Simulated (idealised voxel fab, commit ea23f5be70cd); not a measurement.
Proc. module: voxel wiring stack
Square cell edge 5 nm, section width 200 nm, ID cut.
In this document a cross-section is written as a grid of square cells. It is given as a series of bands, listed from the top down, and a band is one or more rows of cells. In this notation a band is specified by the heights of its top and bottom, in that order and in nm, after which its materials appear from left to right, each paired with its width in nm. The word "everywhere" attached to a single material means that material fills the band from edge to edge; the word "empty" stands for empty space. Heads up on the height convention: 0 is the point under which the incoming wafer is all one material, and the lowest band has no bottom, it just keeps going down, like "0 down". Width spec "30->40" -> top row of cells at first value, bottom row at second value, equal per-row change in between. For the purposes of this document, the phrase "nothing was modified" attached to a step denotes that no cell within the cross-section was modified by that step. "Enclosed voids" means: voids of 8 cells or more that are shut off from the top with no open way through. Written width x height at distance, distance from the left edge, in nm. If you see something after the settings on a step's line, that's the simulator's own remark about that step. A step's line can hold "overlay nm"; with a mask on that step, the setting says how far right of the planned place the mask lay, while a negative setting says it lay to the left.

This section lists the process steps that were planned
step 1: RECEIVE,material Si
step 2: CONFORMAL_DEP,material SiO2,thk nm 15
step 3: DIRECTIONAL_DEP,material TiN,thk nm 5
step 4: DIRECTIONAL_DEP,material Ru,thk nm 15
step 5: MASKED_ETCH,tone cover,mask id METAL_1,width nm 25,pitch nm 50,etch materials Ru,depth nm 15,overlay nm 0
step 6: MASKED_ETCH,tone cover,mask id METAL_1,width nm 25,pitch nm 50,etch materials TiN,depth nm 5,overlay nm 0
step 7: CONFORMAL_DEP,material SiCN,thk nm 5
step 8: FILL_DEP,material SiO2,thk nm 5
step 9: CMP,height nm 35
step 10: CONFORMAL_DEP,material SiCN,thk nm 5
step 11: DIRECTIONAL_DEP,material SiO2,thk nm 20
step 12: DIRECTIONAL_DEP,material aC,thk nm 10
step 13: PATTERN,tone open,mask id PLUG_1,material resist,width nm 15,pitch nm 50,thk nm 25,overlay nm 0
step 14: DIRECTIONAL_ETCH,etch materials aC,depth nm 10
step 15: STRIP,etch materials resist
step 16: DIRECTIONAL_ETCH,etch materials SiO2,depth nm 20
step 17: DIRECTIONAL_ETCH,etch materials SiCN,depth nm 5
step 18: STRIP,etch materials aC
step 19: EPI,material Ru,thk nm 10
step 20: EPI,material Ru,thk nm 10
step 21: EPI,material Ru,thk nm 5
step 22: DIRECTIONAL_DEP,material TiN,thk nm 5
step 23: DIRECTIONAL_DEP,material Ru,thk nm 20
step 24: MASKED_ETCH,tone cover,mask id METAL_2,width nm 25,pitch nm 50,etch materials Ru,depth nm 20,overlay nm 0
step 25: MASKED_ETCH,tone cover,mask id METAL_2,width nm 25,pitch nm 50,etch materials TiN,depth nm 5,overlay nm 0
step 26: CONFORMAL_DEP,material SiN,thk nm 5
step 27: FILL_DEP,material SiO2,thk nm 10
step 28: CMP,height nm 85
step 29: CONFORMAL_DEP,material SiCN,thk nm 5
step 30: DIRECTIONAL_DEP,material lowk,thk nm 15
step 31: PATTERN,tone open,mask id PLUG_2,material resist,width nm 15,thk nm 15,overlay nm 0
step 32: DIRECTIONAL_ETCH,etch materials lowk,depth nm 15
step 33: DIRECTIONAL_ETCH,etch materials SiCN,depth nm 5
step 34: STRIP,etch materials resist
step 35: CONFORMAL_DEP,material TiN,thk nm 5
step 36: FILL_DEP,material Cu,thk nm 10
step 37: CMP,height nm 105
step 38: DIRECTIONAL_DEP,material TiN,thk nm 5
step 39: DIRECTIONAL_DEP,material Ru,thk nm 15
step 40: MASKED_ETCH,tone cover,mask id METAL_3,width nm 25,pitch nm 50,etch materials Ru,depth nm 15,overlay nm 0
step 41: MASKED_ETCH,tone cover,mask id METAL_3,width nm 25,pitch nm 50,etch materials TiN,depth nm 5,overlay nm 0
step 42: CONFORMAL_DEP,material SiCN,thk nm 5
step 43: FILL_DEP,material lowk,thk nm 10
step 44: CMP,height nm 125
step 45: CONFORMAL_DEP,material SiCN,thk nm 5

Cross-section of the incoming wafer, state after step 1
    0 down | Si everywhere
    Enclosed voids: none

Cross-section at module end, one run error; start and plan unchanged from above
    130 to 125 | SiCN everywhere
    125 to 110 | 55 of lowk, then 5 of SiCN, then 25 of Ru, then 5 of SiCN, then 15 of lowk, then 5 of SiCN, then 25 of Ru, then 5 of SiCN, then 60 of lowk
    110 to 105 | 60 of SiCN, then 25 of TiN, then 25 of SiCN, then 25 of TiN, then 65 of SiCN
    105 to 90 | 60 of lowk, then 5 of TiN, then 5 of Cu, then 5 of TiN, then 125 of lowk
    90 to 85 | 60 of SiCN, then 15 of TiN, then 125 of SiCN
    85 to 70 | 55 of SiO2, then 5 of SiN, then 25 of Ru, then 5 of SiN, then 15 of SiO2, then 5 of SiN, then 25 of Ru, then 5 of SiN, then 60 of SiO2
    70 to 65 | 55 of SiO2, then 5 of SiN, then 25 of Ru, then 15 of SiN, then 5 of SiO2, then 5 of SiN, then 25 of Ru, then 15 of SiN, then 50 of SiO2
    65 to 60 | 60 of SiN, then 35 of TiN, then 15 of SiN, then 35 of TiN, then 55 of SiN
    60 to 40 | 60 of SiO2, then 15 of Ru, then 35 of SiO2, then 15 of Ru, then 75 of SiO2
    40 to 35 | 60 of SiCN, then 15 of Ru, then 35 of SiCN, then 15 of Ru, then 75 of SiCN
    35 to 20 | 55 of SiO2, then 5 of SiCN, then 25 of Ru, then 5 of SiCN, then 15 of SiO2, then 5 of SiCN, then 25 of Ru, then 5 of SiCN, then 60 of SiO2
    20 to 15 | 60 of SiCN, then 25 of TiN, then 25 of SiCN, then 25 of TiN, then 65 of SiCN
    15 to 0 | SiO2 everywhere
    0 down | Si everywhere
    Enclosed voids: none
Run error: step 25 did not use the planned setting and instead ran as MASKED_ETCH,tone cover,mask id METAL_2,width nm 25,pitch nm 50,etch materials TiN,depth nm 5,overlay nm 10
